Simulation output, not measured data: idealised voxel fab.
The following is a process module called voxel transistor to metal.
Each square cell in cross-section cut measures 5 nm, and the section as a whole is 200 nm wide.
Just so we're on the same page, the cross-sections are grids of square cells, and they're listed out in bands top to bottom, each band one or more rows deep. This entry defines a band. It first specifies the height of the band's top and the height of its bottom in nm, and then specifies the band's materials from left to right, stating each material with its width in nm. The word "throughout" identifies a single material that fills the band from edge to edge, while the word "empty" identifies empty space. Below 0: as-received wafer, all one material; heights counted from there. Lowest band: no bottom, goes on down, written "from 0 down". A width such as "30->40" changes by the same amount from each row of cells to the next, from the band's top row to its bottom row. The cross-section has no changed cell in any step marked "stayed the same". Empty spaces counting at least 8 cells and having no open way to the top are listed in "Enclosed void inventory". The notation width x height at distance is used for each, the distance being from the left edge and all three values in nm. Post-settings text on a step line: simulator's own remark regarding the step. A step line may carry the setting "overlay nm", which, for steps involving a mask, states the distance by which the mask lay to the right of its intended position; negative values denote displacement to the left.

-- The following list gives the planned process steps
1. RECEIVE [material Si]
2. CONFORMAL_DEP [material SiO2] [thk nm 5]
3. CONFORMAL_DEP [material SiN] [thk nm 15]
4. DIRECTIONAL_DEP [material aC] [thk nm 15]
5. PATTERN [tone cover] [mask id ACTIVE] [material resist] [width nm 125] [thk nm 35] [overlay nm 0]
6. DIRECTIONAL_ETCH [etch materials aC] [depth nm 15]
7. STRIP [etch materials resist]
8. DIRECTIONAL_ETCH [etch materials SiN] [depth nm 15]
9. DIRECTIONAL_ETCH [etch materials SiO2] [depth nm 5]
10. DIRECTIONAL_ETCH [etch materials Si] [depth nm 25]
11. STRIP [etch materials aC]
12. OXIDIZE [depth nm 5]
13. FILL_DEP [material SiO2] [thk nm 5]
14. CMP [height nm 20]
15. SELECTIVE_ETCH [etch materials SiO2] [depth nm 5]
16. STRIP [etch materials SiN]
17. SELECTIVE_ETCH [etch materials SiO2] [depth nm 5]
18. OXIDIZE [depth nm 5]
19. DIRECTIONAL_DEP [material polySi] [thk nm 30]
20. DIRECTIONAL_DEP [material SiCN] [thk nm 15]
21. PATTERN [tone cover] [mask id GATE] [material resist] [width nm 25] [thk nm 15] [overlay nm 0]
22. DIRECTIONAL_ETCH [etch materials SiCN] [depth nm 25]
23. DIRECTIONAL_ETCH [etch materials polySi] [depth nm 40]
24. STRIP [etch materials resist]
25. CONFORMAL_DEP [material SiO2] [thk nm 5]
26. DIRECTIONAL_ETCH [etch materials SiO2] [depth nm 5]
27. CONFORMAL_DEP [material SiN] [thk nm 5]
28. DIRECTIONAL_ETCH [etch materials SiN] [depth nm 5]
29. DIRECTIONAL_ETCH [etch materials SiO2] [depth nm 5]
30. DIRECTIONAL_ETCH [etch materials Si] [depth nm 15]
31. EPI [material SiGe] [thk nm 20]
32. FILL_DEP [material SiO2] [thk nm 10]
33. CMP [height nm 45]
34. DIRECTIONAL_DEP [material SiO2] [thk nm 15]
35. MASKED_ETCH [tone open] [mask id CONTACT] [width nm 20] [pitch nm 85] [etch materials SiO2] [depth nm 60] [overlay nm 0]
36. CONFORMAL_DEP [material TiN] [thk nm 5]
37. FILL_DEP [material Ru] [thk nm 10]
38. CMP [height nm 60]
39. CONFORMAL_DEP [material SiCN] [thk nm 5]
40. DIRECTIONAL_DEP [material SiO2] [thk nm 25]
41. DIRECTIONAL_DEP [material aC] [thk nm 15]
42. PATTERN [tone open] [mask id METAL_1] [material resist] [width nm 20] [pitch nm 85] [thk nm 30] [overlay nm -15]
43. DIRECTIONAL_ETCH [etch materials aC] [depth nm 15]
44. STRIP [etch materials resist]
45. DIRECTIONAL_ETCH [etch materials SiO2] [depth nm 25]
46. DIRECTIONAL_ETCH [etch materials SiCN] [depth nm 5]
47. STRIP [etch materials aC]
48. CONFORMAL_DEP [material TiN] [thk nm 5]
49. FILL_DEP [material Ru] [thk nm 10]
50. CMP [height nm 90]
51. CONFORMAL_DEP [material SiCN] [thk nm 5]
The wafers are alike at the start. At step 42, their overlay nm differs. The plan lists the first wafer's value.

-- Cross-section of the first incoming wafer of several, state after step 1
> from 0 down = Si throughout
> Enclosed void inventory: none

-- Cross-section, first of several wafers, end of module, after last step 51
> from 95 to 90 = SiCN throughout
> from 90 to 65 = SiO2 30  TiN 5  Ru 10  TiN 5  SiO2 65  TiN 5  Ru 10  TiN 5  SiO2 65
> from 65 to 60 = SiCN 30  TiN 20  SiCN 65  TiN 20  SiCN 65
> from 60 to 45 = SiO2 45  TiN 5  Ru 10  TiN 5  SiO2 65  TiN 5  Ru 10  TiN 5  SiO2 50
> from 45 to 30 = SiO2 45  TiN 5  Ru 10  TiN 5  SiO2 10  SiN 5  SiO2 5  SiCN 25  SiO2 5  SiN 5  SiO2 10  TiN 5  Ru 10  TiN 5  SiO2 50
> from 30 to 20 = SiO2 45  TiN 5  Ru 10  TiN 5  SiO2 10  SiN 5  SiO2 5  polySi 25  SiO2 5  SiN 5  SiO2 10  TiN 5  Ru 10  TiN 5  SiO2 50
> from 20 to 15 = SiO2 45  TiN 20  SiO2 10  SiN 5  SiO2 5  polySi 25  SiO2 5  SiN 5  SiO2 10  TiN 20  SiO2 50
> from 15 to 10 = SiO2 45  TiN 10  SiGe 20  SiN 5  SiO2 5  polySi 25  SiO2 5  SiN 5  SiGe 20  TiN 10  SiO2 50
> from 10 to 0 = SiO2 35  SiN 5  SiO2 5  TiN 10  SiGe 20  SiN 5  SiO2 5  polySi 25  SiO2 5  SiN 5  SiGe 20  TiN 10  SiO2 5  SiN 5  SiO2 40
> from 0 to -5 = SiO2 40  SiGe 35  SiO2 45  SiGe 35  SiO2 45
> from -5 to -20 = SiO2 40  SiGe 35  Si 45  SiGe 35  SiO2 45
> from -20 to -30 = SiO2 40  Si 115  SiO2 45
> from -30 down = Si throughout
> Enclosed void inventory: none

-- The final wafer, sectioned at module end
> from 95 to 90 = SiCN throughout
> from 90 to 65 = SiO2 60  TiN 5  Ru 10  TiN 5  SiO2 65  TiN 5  Ru 10  TiN 5  SiO2 35
> from 65 to 60 = SiCN 60  TiN 20  SiCN 65  TiN 20  SiCN 35
> from 60 to 45 = SiO2 45  TiN 5  Ru 10  TiN 5  SiO2 65  TiN 5  Ru 10  TiN 5  SiO2 50
> from 45 to 30 = SiO2 45  TiN 5  Ru 10  TiN 5  SiO2 10  SiN 5  SiO2 5  SiCN 25  SiO2 5  SiN 5  SiO2 10  TiN 5  Ru 10  TiN 5  SiO2 50
> from 30 to 20 = SiO2 45  TiN 5  Ru 10  TiN 5  SiO2 10  SiN 5  SiO2 5  polySi 25  SiO2 5  SiN 5  SiO2 10  TiN 5  Ru 10  TiN 5  SiO2 50
> from 20 to 15 = SiO2 45  TiN 20  SiO2 10  SiN 5  SiO2 5  polySi 25  SiO2 5  SiN 5  SiO2 10  TiN 20  SiO2 50
> from 15 to 10 = SiO2 45  TiN 10  SiGe 20  SiN 5  SiO2 5  polySi 25  SiO2 5  SiN 5  SiGe 20  TiN 10  SiO2 50
> from 10 to 0 = SiO2 35  SiN 5  SiO2 5  TiN 10  SiGe 20  SiN 5  SiO2 5  polySi 25  SiO2 5  SiN 5  SiGe 20  TiN 10  SiO2 5  SiN 5  SiO2 40
> from 0 to -5 = SiO2 40  SiGe 35  SiO2 45  SiGe 35  SiO2 45
> from -5 to -20 = SiO2 40  SiGe 35  Si 45  SiGe 35  SiO2 45
> from -20 to -30 = SiO2 40  Si 115  SiO2 45
> from -30 down = Si throughout
> Enclosed void inventory: none

-- The table below has one row for each wafer; a row shows, as of the end of the module, how many cells of each material the wafer has gained, marked (+), or lost, marked (-), since it was received, and then the wafer's closed voids
overlay nm -15, +52 Ru, -167 Si, +87 SiCN, +80 SiGe, +22 SiN, +576 SiO2, +80 TiN, +30 polySi, Enclosed void inventory: none
overlay nm -10, +52 Ru, -167 Si, +87 SiCN, +80 SiGe, +22 SiN, +576 SiO2, +80 TiN, +30 polySi, Enclosed void inventory: none
overlay nm -5, +52 Ru, -167 Si, +87 SiCN, +80 SiGe, +22 SiN, +576 SiO2, +80 TiN, +30 polySi, Enclosed void inventory: none
overlay nm 0, +52 Ru, -167 Si, +87 SiCN, +80 SiGe, +22 SiN, +576 SiO2, +80 TiN, +30 polySi, Enclosed void inventory: none
overlay nm 5, +52 Ru, -167 Si, +87 SiCN, +80 SiGe, +22 SiN, +576 SiO2, +80 TiN, +30 polySi, Enclosed void inventory: none
overlay nm 10, +52 Ru, -167 Si, +87 SiCN, +80 SiGe, +22 SiN, +576 SiO2, +80 TiN, +30 polySi, Enclosed void inventory: none
overlay nm 15, +52 Ru, -167 Si, +87 SiCN, +80 SiGe, +22 SiN, +576 SiO2, +80 TiN, +30 polySi, Enclosed void inventory: none
